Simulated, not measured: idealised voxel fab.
The process module that follows is named voxel capacitor over wiring.
In the cross-section labelled cut, the width is 190 nm and each square cell is 5 nm.
In what follows, cross-sections appear as grids of square cells, described through bands that run from the top down, where every band is one or more rows of cells.
In this notation a band is specified by the heights of its top and bottom, in that order and in nm, after which its materials appear from left to right, each paired with its width in nm. The word "everywhere" attached to a single material means that material fills the band from edge to edge; the word "air" stands for empty space.
Basically, 0 is our baseline, since under it the wafer straight out of the box is all one material. The bottom band has no lower end and keeps on going down, so it looks like "0 -> down".
It should be noted that a width expressed as "30->40" varies in equal increments from row to row of cells within the band, taking the value of the first number at the top row and that of the second number at the bottom row.
Where the words "no alterations made" appear for a step, the cross-section shows no cell changed by that step; every cell remained as before.
Enclosed void listing: empty space of 8 cells or more with no open way to the top, each as width x height at its distance from the left edge, in nm
Read whatever lies past the settings on a step's line as the simulator's own remark about the step.
overlay nm: step with mask; distance mask lay right of planned place; negative value = left of planned place.
**Process steps foreseen in the plan**
1 op RECEIVE | material Si
2 op CONFORMAL_DEP | material SiO2 | thk nm 10
3 op CONFORMAL_DEP | material SiN | thk nm 5
4 op DIRECTIONAL_DEP | material SiO2 | thk nm 15
5 op MASKED_ETCH | tone open | mask id METAL_1 | width nm 30 | pitch nm 80 | etch materials SiO2 | depth nm 15 | overlay nm 0
6 op MASKED_ETCH | tone open | mask id METAL_1 | width nm 30 | pitch nm 80 | etch materials SiN | depth nm 5 | overlay nm 0
7 op CONFORMAL_DEP | material TiN | thk nm 5
8 op FILL_DEP | material Ru | thk nm 10
9 op CMP | height nm 30
10 op EPI | material Ru | thk nm 5
11 op FILL_DEP | material SiCN | thk nm 5
12 op DIRECTIONAL_DEP | material SiO2 | thk nm 10
13 op PATTERN | tone open | mask id PLUG_1 | material resist | width nm 15 | thk nm 15 | overlay nm 0
14 op DIRECTIONAL_ETCH | etch materials SiO2 | depth nm 10
15 op DIRECTIONAL_ETCH | etch materials SiCN | depth nm 5
16 op STRIP | etch materials resist
17 op CONFORMAL_DEP | material TiN | thk nm 5
18 op FILL_DEP | material Cu | thk nm 10
19 op CMP | height nm 50
20 op DIRECTIONAL_DEP | material TiN | thk nm 5
21 op DIRECTIONAL_DEP | material HfO2 | thk nm 5
22 op DIRECTIONAL_DEP | material TiN | thk nm 5
23 op DIRECTIONAL_DEP | material aC | thk nm 10
24 op PATTERN | tone cover | mask id UPPER_PLATE | material resist | width nm 55 | thk nm 25 | overlay nm 0
25 op DIRECTIONAL_ETCH | etch materials aC | depth nm 10
26 op STRIP | etch materials resist
27 op DIRECTIONAL_ETCH | etch materials TiN | depth nm 5
28 op DIRECTIONAL_ETCH | etch materials HfO2 | depth nm 5
29 op STRIP | etch materials aC
30 op PATTERN | tone cover | mask id LOWER_PLATE | material resist | width nm 65 | thk nm 15 | overlay nm 0
31 op DIRECTIONAL_ETCH | etch materials TiN | depth nm 5
32 op STRIP | etch materials resist
33 op FILL_DEP | material SiO2 | thk nm 20
34 op CMP | height nm 80
35 op MASKED_ETCH | tone open | mask id PLUG_2 | width nm 15 | etch materials SiO2 | depth nm 15 | overlay nm 0
36 op CONFORMAL_DEP | material TiN | thk nm 5
37 op FILL_DEP | material W | thk nm 5
38 op CMP | height nm 80
39 op CONFORMAL_DEP | material SiN | thk nm 5
**What follows covers the first of two wafers; it ran as planned**
**Step 1 complete: cross-section of the wafer as received**
- 0 -> down | Si everywhere
- Enclosed void listing: none
**So this is the wafer cross-section right after step 2**
- 10 -> 0 | SiO2 everywhere
- Whatever lies below 0 is exactly as it was before.
**So this is the wafer cross-section right after step 3**
- 15 -> 10 | SiN everywhere
- Whatever lies below 10 is exactly as it was before.
**So this is the wafer cross-section right after step 4**
- 30 -> 15 | SiO2 everywhere
- Whatever lies below 15 is exactly as it was before.
**So this is the wafer cross-section right after step 5**
- 30 -> 15 | SiO2 40 nm / air 30 nm / SiO2 50 nm / air 30 nm / SiO2 40 nm
- Whatever lies below 15 is exactly as it was before.
**So this is the wafer cross-section right after step 6**
- 30 -> 15 | SiO2 40 nm / air 30 nm / SiO2 50 nm / air 30 nm / SiO2 40 nm
- 15 -> 10 | SiN 40 nm / air 30 nm / SiN 50 nm / air 30 nm / SiN 40 nm
- Whatever lies below 10 is exactly as it was before.
**So this is the wafer cross-section right after step 7**
- 35 -> 30 | TiN 45 nm / air 20 nm / TiN 60 nm / air 20 nm / TiN 45 nm
- 30 -> 15 | SiO2 40 nm / TiN 5 nm / air 20 nm / TiN 5 nm / SiO2 50 nm / TiN 5 nm / air 20 nm / TiN 5 nm / SiO2 40 nm
- 15 -> 10 | SiN 40 nm / TiN 30 nm / SiN 50 nm / TiN 30 nm / SiN 40 nm
- Whatever lies below 10 is exactly as it was before.
**So this is the wafer cross-section right after step 8**
- 45 -> 35 | Ru everywhere
- 35 -> 30 | TiN 45 nm / Ru 20 nm / TiN 60 nm / Ru 20 nm / TiN 45 nm
- 30 -> 15 | SiO2 40 nm / TiN 5 nm / Ru 20 nm / TiN 5 nm / SiO2 50 nm / TiN 5 nm / Ru 20 nm / TiN 5 nm / SiO2 40 nm
- Whatever lies below 15 is exactly as it was before.
**So this is the wafer cross-section right after step 9**
- 30 -> 15 | SiO2 40 nm / TiN 5 nm / Ru 20 nm / TiN 5 nm / SiO2 50 nm / TiN 5 nm / Ru 20 nm / TiN 5 nm / SiO2 40 nm
- Whatever lies below 15 is exactly as it was before.
**So this is the wafer cross-section right after step 10**
- 35 -> 30 | air 35 nm / Ru 40 nm / air 40 nm / Ru 40 nm / air 35 nm
- Whatever lies below 30 is exactly as it was before.
**So this is the wafer cross-section right after step 11**
- 40 -> 35 | SiCN everywhere
- 35 -> 30 | SiCN 35 nm / Ru 40 nm / SiCN 40 nm / Ru 40 nm / SiCN 35 nm
- Whatever lies below 30 is exactly as it was before.
**So this is the wafer cross-section right after step 12**
- 50 -> 40 | SiO2 everywhere
- Whatever lies below 40 is exactly as it was before.
**So this is the wafer cross-section right after step 13**
- 65 -> 50 | resist 55 nm / air 15 nm / resist 120 nm
- Whatever lies below 50 is exactly as it was before.
**So this is the wafer cross-section right after step 14**
- 65 -> 50 | resist 55 nm / air 15 nm / resist 120 nm
- 50 -> 40 | SiO2 55 nm / air 15 nm / SiO2 120 nm
- Whatever lies below 40 is exactly as it was before.
**So this is the wafer cross-section right after step 15**
- 65 -> 50 | resist 55 nm / air 15 nm / resist 120 nm
- 50 -> 40 | SiO2 55 nm / air 15 nm / SiO2 120 nm
- 40 -> 35 | SiCN 55 nm / air 15 nm / SiCN 120 nm
- Whatever lies below 35 is exactly as it was before.
**So this is the wafer cross-section right after step 16**
- 50 -> 40 | SiO2 55 nm / air 15 nm / SiO2 120 nm
- Whatever lies below 40 is exactly as it was before.
**So this is the wafer cross-section right after step 17**
- 55 -> 50 | TiN 60 nm / air 5 nm / TiN 125 nm
- 50 -> 40 | SiO2 55 nm / TiN 5 nm / air 5 nm / TiN 5 nm / SiO2 120 nm
- 40 -> 35 | SiCN 55 nm / TiN 15 nm / SiCN 120 nm
- Whatever lies below 35 is exactly as it was before.
**So this is the wafer cross-section right after step 18**
- 65 -> 55 | Cu everywhere
- 55 -> 50 | TiN 60 nm / Cu 5 nm / TiN 125 nm
- 50 -> 40 | SiO2 55 nm / TiN 5 nm / Cu 5 nm / TiN 5 nm / SiO2 120 nm
- Whatever lies below 40 is exactly as it was before.
**So this is the wafer cross-section right after step 19**
- 50 -> 40 | SiO2 55 nm / TiN 5 nm / Cu 5 nm / TiN 5 nm / SiO2 120 nm
- Whatever lies below 40 is exactly as it was before.
**So this is the wafer cross-section right after step 20**
- 55 -> 50 | TiN everywhere
- Whatever lies below 50 is exactly as it was before.
**So this is the wafer cross-section right after step 21**
- 60 -> 55 | HfO2 everywhere
- Whatever lies below 55 is exactly as it was before.
**So this is the wafer cross-section right after step 22**
- 65 -> 60 | TiN everywhere
- Whatever lies below 60 is exactly as it was before.
**So this is the wafer cross-section right after step 23**
- 75 -> 65 | aC everywhere
- Whatever lies below 65 is exactly as it was before.
**So this is the wafer cross-section right after step 24**
- 100 -> 75 | air 55 nm / resist 55 nm / air 80 nm
- Whatever lies below 75 is exactly as it was before.
**So this is the wafer cross-section right after step 25**
- 90 -> 75 | air 55 nm / resist 55 nm / air 80 nm
- 75 -> 65 | air 55 nm / aC 55 nm / air 80 nm
- Whatever lies below 65 is exactly as it was before.
**So this is the wafer cross-section right after step 26**
- 75 -> 65 | air 55 nm / aC 55 nm / air 80 nm
- Whatever lies below 65 is exactly as it was before.
**So this is the wafer cross-section right after step 27**
- 75 -> 65 | air 55 nm / aC 55 nm / air 80 nm
- 65 -> 60 | air 55 nm / TiN 55 nm / air 80 nm
- Whatever lies below 60 is exactly as it was before.
**So this is the wafer cross-section right after step 28**
- 75 -> 65 | air 55 nm / aC 55 nm / air 80 nm
- 65 -> 60 | air 55 nm / TiN 55 nm / air 80 nm
- 60 -> 55 | air 55 nm / HfO2 55 nm / air 80 nm
- Whatever lies below 55 is exactly as it was before.
**So this is the wafer cross-section right after step 29**
- 65 -> 60 | air 55 nm / TiN 55 nm / air 80 nm
- Whatever lies below 60 is exactly as it was before.
**So this is the wafer cross-section right after step 30**
- 80 -> 65 | air 50 nm / resist 65 nm / air 75 nm
- 65 -> 60 | air 50 nm / resist 5 nm / TiN 55 nm / resist 5 nm / air 75 nm
- 60 -> 55 | air 50 nm / resist 5 nm / HfO2 55 nm / resist 5 nm / air 75 nm
- Whatever lies below 55 is exactly as it was before.
**So this is the wafer cross-section right after step 31**
- 80 -> 65 | air 50 nm / resist 65 nm / air 75 nm
- 65 -> 60 | air 50 nm / resist 5 nm / TiN 55 nm / resist 5 nm / air 75 nm
- 60 -> 55 | air 50 nm / resist 5 nm / HfO2 55 nm / resist 5 nm / air 75 nm
- 55 -> 50 | air 50 nm / TiN 65 nm / air 75 nm
- Whatever lies below 50 is exactly as it was before.
**So this is the wafer cross-section right after step 32**
- 65 -> 60 | air 55 nm / TiN 55 nm / air 80 nm
- 60 -> 55 | air 55 nm / HfO2 55 nm / air 80 nm
- Whatever lies below 55 is exactly as it was before.
**So this is the wafer cross-section right after step 33**
- 85 -> 65 | SiO2 everywhere
- 65 -> 60 | SiO2 55 nm / TiN 55 nm / SiO2 80 nm
- 60 -> 55 | SiO2 55 nm / HfO2 55 nm / SiO2 80 nm
- 55 -> 50 | SiO2 50 nm / TiN 65 nm / SiO2 75 nm
- Whatever lies below 50 is exactly as it was before.
**So this is the wafer cross-section right after step 34**
- 80 -> 65 | SiO2 everywhere
- Whatever lies below 65 is exactly as it was before.
**So this is the wafer cross-section right after step 35**
- 80 -> 65 | SiO2 65 nm / air 15 nm / SiO2 110 nm
- Whatever lies below 65 is exactly as it was before.
**So this is the wafer cross-section right after step 36**
- 85 -> 80 | TiN 70 nm / air 5 nm / TiN 115 nm
- 80 -> 70 | SiO2 65 nm / TiN 5 nm / air 5 nm / TiN 5 nm / SiO2 110 nm
- 70 -> 60 | SiO2 65->55 nm / TiN 15->55 nm / SiO2 110->80 nm
- Whatever lies below 60 is exactly as it was before.
**So this is the wafer cross-section right after step 37**
- 90 -> 85 | W everywhere
- 85 -> 80 | TiN 70 nm / W 5 nm / TiN 115 nm
- 80 -> 70 | SiO2 65 nm / TiN 5 nm / W 5 nm / TiN 5 nm / SiO2 110 nm
- Whatever lies below 70 is exactly as it was before.
**So this is the wafer cross-section right after step 38**
- 80 -> 70 | SiO2 65 nm / TiN 5 nm / W 5 nm / TiN 5 nm / SiO2 110 nm
- Whatever lies below 70 is exactly as it was before.
**So this is the wafer cross-section right after step 39**
- 85 -> 80 | SiN everywhere
- Whatever lies below 80 is exactly as it was before.
**The Second Wafer: Common Origin and Plan, One Mistake in Execution, Identical to the First Through Step 8**
Look at the second wafer in cross-section at the time step 9 ought to have finished: no alterations made
**Look at the second wafer in cross-section at the time step 10 ought to have finished**
- 50 -> 35 | Ru everywhere
- Whatever lies below 35 is exactly as it was before.
**Look at the second wafer in cross-section at the time step 11 ought to have finished**
- 55 -> 50 | SiCN everywhere
- Whatever lies below 50 is exactly as it was before.
**Look at the second wafer in cross-section at the time step 12 ought to have finished**
- 65 -> 55 | SiO2 everywhere
- Whatever lies below 55 is exactly as it was before.
**Look at the second wafer in cross-section at the time step 13 ought to have finished**
- 80 -> 65 | resist 55 nm / air 15 nm / resist 120 nm
- Whatever lies below 65 is exactly as it was before.
**Look at the second wafer in cross-section at the time step 14 ought to have finished**
- 80 -> 65 | resist 55 nm / air 15 nm / resist 120 nm
- 65 -> 55 | SiO2 55 nm / air 15 nm / SiO2 120 nm
- Whatever lies below 55 is exactly as it was before.
**Look at the second wafer in cross-section at the time step 15 ought to have finished**
- 80 -> 65 | resist 55 nm / air 15 nm / resist 120 nm
- 65 -> 55 | SiO2 55 nm / air 15 nm / SiO2 120 nm
- 55 -> 50 | SiCN 55 nm / air 15 nm / SiCN 120 nm
- Whatever lies below 50 is exactly as it was before.
**Look at the second wafer in cross-section at the time step 16 ought to have finished**
- 65 -> 55 | SiO2 55 nm / air 15 nm / SiO2 120 nm
- Whatever lies below 55 is exactly as it was before.
**Look at the second wafer in cross-section at the time step 17 ought to have finished**
- 70 -> 65 | TiN 60 nm / air 5 nm / TiN 125 nm
- 65 -> 55 | SiO2 55 nm / TiN 5 nm / air 5 nm / TiN 5 nm / SiO2 120 nm
- 55 -> 50 | SiCN 55 nm / TiN 15 nm / SiCN 120 nm
- Whatever lies below 50 is exactly as it was before.
**Look at the second wafer in cross-section at the time step 18 ought to have finished**
- 80 -> 70 | Cu everywhere
- 70 -> 65 | TiN 60 nm / Cu 5 nm / TiN 125 nm
- 65 -> 55 | SiO2 55 nm / TiN 5 nm / Cu 5 nm / TiN 5 nm / SiO2 120 nm
- Whatever lies below 55 is exactly as it was before.
**Look at the second wafer in cross-section at the time step 19 ought to have finished**
- 50 -> 35 | Ru everywhere
- Whatever lies below 35 is exactly as it was before.
**Look at the second wafer in cross-section at the time step 20 ought to have finished**
- 55 -> 50 | TiN everywhere
- Whatever lies below 50 is exactly as it was before.
**Look at the second wafer in cross-section at the time step 21 ought to have finished**
- 60 -> 55 | HfO2 everywhere
- Whatever lies below 55 is exactly as it was before.
**Look at the second wafer in cross-section at the time step 22 ought to have finished**
- 65 -> 60 | TiN everywhere
- Whatever lies below 60 is exactly as it was before.
**Look at the second wafer in cross-section at the time step 23 ought to have finished**
- 75 -> 65 | aC everywhere
- Whatever lies below 65 is exactly as it was before.
**Look at the second wafer in cross-section at the time step 24 ought to have finished**
- 100 -> 75 | air 55 nm / resist 55 nm / air 80 nm
- Whatever lies below 75 is exactly as it was before.
**Look at the second wafer in cross-section at the time step 25 ought to have finished**
- 90 -> 75 | air 55 nm / resist 55 nm / air 80 nm
- 75 -> 65 | air 55 nm / aC 55 nm / air 80 nm
- Whatever lies below 65 is exactly as it was before.
**Look at the second wafer in cross-section at the time step 26 ought to have finished**
- 75 -> 65 | air 55 nm / aC 55 nm / air 80 nm
- Whatever lies below 65 is exactly as it was before.
**Look at the second wafer in cross-section at the time step 27 ought to have finished**
- 75 -> 65 | air 55 nm / aC 55 nm / air 80 nm
- 65 -> 60 | air 55 nm / TiN 55 nm / air 80 nm
- Whatever lies below 60 is exactly as it was before.
**Look at the second wafer in cross-section at the time step 28 ought to have finished**
- 75 -> 65 | air 55 nm / aC 55 nm / air 80 nm
- 65 -> 60 | air 55 nm / TiN 55 nm / air 80 nm
- 60 -> 55 | air 55 nm / HfO2 55 nm / air 80 nm
- Whatever lies below 55 is exactly as it was before.
**Look at the second wafer in cross-section at the time step 29 ought to have finished**
- 65 -> 60 | air 55 nm / TiN 55 nm / air 80 nm
- Whatever lies below 60 is exactly as it was before.
**Look at the second wafer in cross-section at the time step 30 ought to have finished**
- 80 -> 65 | air 50 nm / resist 65 nm / air 75 nm
- 65 -> 60 | air 50 nm / resist 5 nm / TiN 55 nm / resist 5 nm / air 75 nm
- 60 -> 55 | air 50 nm / resist 5 nm / HfO2 55 nm / resist 5 nm / air 75 nm
- Whatever lies below 55 is exactly as it was before.
**Look at the second wafer in cross-section at the time step 31 ought to have finished**
- 80 -> 65 | air 50 nm / resist 65 nm / air 75 nm
- 65 -> 60 | air 50 nm / resist 5 nm / TiN 55 nm / resist 5 nm / air 75 nm
- 60 -> 55 | air 50 nm / resist 5 nm / HfO2 55 nm / resist 5 nm / air 75 nm
- 55 -> 50 | air 50 nm / TiN 65 nm / air 75 nm
- Whatever lies below 50 is exactly as it was before.
**Look at the second wafer in cross-section at the time step 32 ought to have finished**
- 65 -> 60 | air 55 nm / TiN 55 nm / air 80 nm
- 60 -> 55 | air 55 nm / HfO2 55 nm / air 80 nm
- Whatever lies below 55 is exactly as it was before.
**Look at the second wafer in cross-section at the time step 33 ought to have finished**
- 85 -> 65 | SiO2 everywhere
- 65 -> 60 | SiO2 55 nm / TiN 55 nm / SiO2 80 nm
- 60 -> 55 | SiO2 55 nm / HfO2 55 nm / SiO2 80 nm
- 55 -> 50 | SiO2 50 nm / TiN 65 nm / SiO2 75 nm
- Whatever lies below 50 is exactly as it was before.
**Look at the second wafer in cross-section at the time step 34 ought to have finished**
- 80 -> 65 | SiO2 everywhere
- Whatever lies below 65 is exactly as it was before.
**Look at the second wafer in cross-section at the time step 35 ought to have finished**
- 80 -> 65 | SiO2 65 nm / air 15 nm / SiO2 110 nm
- Whatever lies below 65 is exactly as it was before.
**Look at the second wafer in cross-section at the time step 36 ought to have finished**
- 85 -> 80 | TiN 70 nm / air 5 nm / TiN 115 nm
- 80 -> 70 | SiO2 65 nm / TiN 5 nm / air 5 nm / TiN 5 nm / SiO2 110 nm
- 70 -> 60 | SiO2 65->55 nm / TiN 15->55 nm / SiO2 110->80 nm
- Whatever lies below 60 is exactly as it was before.
**Look at the second wafer in cross-section at the time step 37 ought to have finished**
- 90 -> 85 | W everywhere
- 85 -> 80 | TiN 70 nm / W 5 nm / TiN 115 nm
- 80 -> 70 | SiO2 65 nm / TiN 5 nm / W 5 nm / TiN 5 nm / SiO2 110 nm
- Whatever lies below 70 is exactly as it was before.
**Look at the second wafer in cross-section at the time step 38 ought to have finished**
- 80 -> 70 | SiO2 65 nm / TiN 5 nm / W 5 nm / TiN 5 nm / SiO2 110 nm
- Whatever lies below 70 is exactly as it was before.
**Look at the second wafer in cross-section at the time step 39 ought to have finished**
- 85 -> 80 | SiN everywhere
- Whatever lies below 80 is exactly as it was before.
Error vs. plan: no execution of plan step 9; skipped
FYI, end of process, the second wafer has more or fewer cells of some materials than the first: -2 Cu | +106 Ru | -57 SiCN | -70 SiO2 | +23 TiN
